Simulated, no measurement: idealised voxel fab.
Title: Process Module voxel local oxidation
Shown is cross-section cut, with a width of 250 nm and square cells of size 5 nm.
Heads up, the way a cross-section reads in here is a grid of square cells, handed over as bands from the top down, with every band being one or more rows of cells. Each band's line starts with the height of the band's top and of its bottom, in nm. Then come its materials from left to right, each with its width in nm. One material with "full width" fills the band from edge to edge. "empty" is empty space. Height 0 is the level under which the wafer as received is all one material. The lowest band goes on downwards, as in "0 nm and below". The two numbers in a width such as "30->40" mark its ends across the band: the first belongs to the top row of cells, the second to the bottom row, and from each row to the next the width moves by the same amount. Step marked "changes: none"? Then no cell in the cross-section changed in it. For the entry "Enclosed cavity list", the listed items are empty spaces with no open way to the top whose size is 8 cells or more; each item follows the pattern width x height at distance, where distance is from the left edge and all three are in nm. That trailing text on a step's line, after the settings, is the simulator's own remark on the step. overlay nm: mask right of planned place by this much (step with mask). Neg. = left.

# plan
| 1 | RECEIVE | material Si |
| 2 | CONFORMAL_DEP | material SiO2 | thk nm 5 |
| 3 | CONFORMAL_DEP | material SiN | thk nm 15 |
| 4 | PATTERN | tone cover | mask id ACTIVE | material resist | width nm 130 | thk nm 15 | overlay nm 0 |
| 5 | DIRECTIONAL_ETCH | etch materials SiN | depth nm 15 |
| 6 | STRIP | etch materials resist |
| 7 | SELECTIVE_ETCH | etch materials SiO2 | depth nm 5 |
| 8 | OXIDIZE | depth nm 15 |
| 9 | STRIP | etch materials SiN |

# The first of a set of two wafers, run to plan

# Cross-section: wafer on arrival = after step 1
	0 nm and below | Si full width
	Enclosed cavity list: none

# Cross-section through the wafer, step 2 finished
	5 nm to 0 nm | SiO2 full width
	Heights below 0 show no change.

# Cross-section through the wafer, step 3 finished
	20 nm to 5 nm | SiN full width
	Heights below 5 show no change.

# Cross-section through the wafer, step 4 finished
	35 nm to 20 nm | 60 empty | 130 resist | 60 empty
	Heights below 20 show no change.

# Cross-section through the wafer, step 5 finished
	35 nm to 20 nm | 60 empty | 130 resist | 60 empty
	20 nm to 5 nm | 60 empty | 130 SiN | 60 empty
	Heights below 5 show no change.

# Cross-section through the wafer, step 6 finished
	20 nm to 5 nm | 60 empty | 130 SiN | 60 empty
	Heights below 5 show no change.

# Cross-section through the wafer, step 7 finished
	20 nm to 5 nm | 60 empty | 130 SiN | 60 empty
	5 nm to 0 nm | 65 empty | 120 SiO2 | 65 empty
	Heights below 0 show no change.

# Cross-section through the wafer, step 8 finished
	20 nm to 5 nm | 60 empty | 130 SiN | 60 empty
	5 nm to 0 nm | 65 empty | 120 SiO2 | 65 empty
	0 nm to -15 nm | 80 SiO2 | 90 Si | 80 SiO2
	Heights below -15 show no change.

# Cross-section through the wafer, step 9 finished
	5 nm to 0 nm | 65 empty | 120 SiO2 | 65 empty
	Heights below 0 show no change.

# Companion wafer, the second of two: same beginning, same intended sequence, one mistake in carrying it out; through step 3 inclusive it tracks the first exactly

# Second wafer, section view, time point: scheduled end of step 4
	35 nm to 20 nm | 50 empty | 130 resist | 70 empty
	Heights below 20 show no change.

# Second wafer, section view, time point: scheduled end of step 5
	35 nm to 20 nm | 50 empty | 130 resist | 70 empty
	20 nm to 5 nm | 50 empty | 130 SiN | 70 empty
	Heights below 5 show no change.

# Second wafer, section view, time point: scheduled end of step 6
	20 nm to 5 nm | 50 empty | 130 SiN | 70 empty
	Heights below 5 show no change.

# Second wafer, section view, time point: scheduled end of step 7
	20 nm to 5 nm | 50 empty | 130 SiN | 70 empty
	5 nm to 0 nm | 55 empty | 120 SiO2 | 75 empty
	Heights below 0 show no change.

# Second wafer, section view, time point: scheduled end of step 8
	20 nm to 5 nm | 50 empty | 130 SiN | 70 empty
	5 nm to 0 nm | 55 empty | 120 SiO2 | 75 empty
	0 nm to -15 nm | 70 SiO2 | 90 Si | 90 SiO2
	Heights below -15 show no change.

# Second wafer, section view, time point: scheduled end of step 9
	5 nm to 0 nm | 55 empty | 120 SiO2 | 75 empty
	Heights below 0 show no change.
Against the plan, the run slipped here: step 4 was processed under conditions differing from the plan, specifically as PATTERN | tone cover | mask id ACTIVE | material resist | width nm 130 | thk nm 15 | overlay nm -10
At the end, the second wafer has the same number of cells of each material as the first, but those cells sit in other places.
